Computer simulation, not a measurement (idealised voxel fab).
process module | voxel released beams
cross-section cut | 230 nm wide | cells 5 nm
A cross-section is a grid of square cells, given in bands from the top down. A band is one or more rows of cells.
Each band's line starts with the height of the band's top and of its bottom, in nm. Then come its materials from left to right, each with its width in nm. One material with "throughout" fills the band from edge to edge. "air" is empty space.
Height 0 is the level under which the wafer as received is all one material. The lowest band goes on downwards, as in "0 down".
A width such as "30 to 40" changes by the same amount from each row of cells to the next, from the band's top row to its bottom row.
"no change" after a step means that no cell of the cross-section changed.
closed voids: empty space of 8 cells or more with no open way to the top, each as width x height at its distance from the left edge, in nm
after a step's settings: what the simulator itself notes on the step
overlay nm, on a step with a mask: how far to the right of its planned place the mask lay; to the left if negative
plan
1 op RECEIVE | material Si
2 op CONFORMAL_DEP | material SiN | thk nm 5
3 op DIRECTIONAL_DEP | material SiO2 | thk nm 10
4 op DIRECTIONAL_DEP | material aC | thk nm 10
5 op PATTERN | tone open | mask id ANCHOR | material resist | width nm 45 | thk nm 30 | overlay nm 0
6 op DIRECTIONAL_ETCH | etch materials aC | depth nm 10
7 op STRIP | etch materials resist
8 op DIRECTIONAL_ETCH | etch materials SiO2 | depth nm 10
9 op STRIP | etch materials aC
10 op CONFORMAL_DEP | material TiN | thk nm 15
11 op PATTERN | tone cover | mask id BEAM | material resist | width nm 120 | thk nm 15 | overlay nm 0
12 op DIRECTIONAL_ETCH | etch materials TiN | depth nm 15
13 op STRIP | etch materials resist
14 op STRIP | etch materials SiO2
as received, after step 1
  0 down: Si throughout
  closed voids: none
first wafer at the end, as planned
  30 to 20: air 50 | TiN 20 | air 15 | TiN 85 | air 60
  20 to 15: air 50 | TiN 120 | air 60
  15 to 5: air 55 | TiN 45 | air 130
  5 to 0: SiN throughout
  0 down: Si throughout
  closed voids: none
second wafer at the end: like start, like plan, one mistake
  40 to 25: air 50 | TiN 120 | air 60
  25 to 15: TiN throughout
  15 to 5: SiO2 throughout
  5 to 0: SiN throughout
  0 down: Si throughout
  closed voids: none
what went wrong: step 4 ran as: op DIRECTIONAL_DEP | material TiN | thk nm 10
at the end the second wafer has, in cells: 92 more of SiO2 | 80 more of TiN
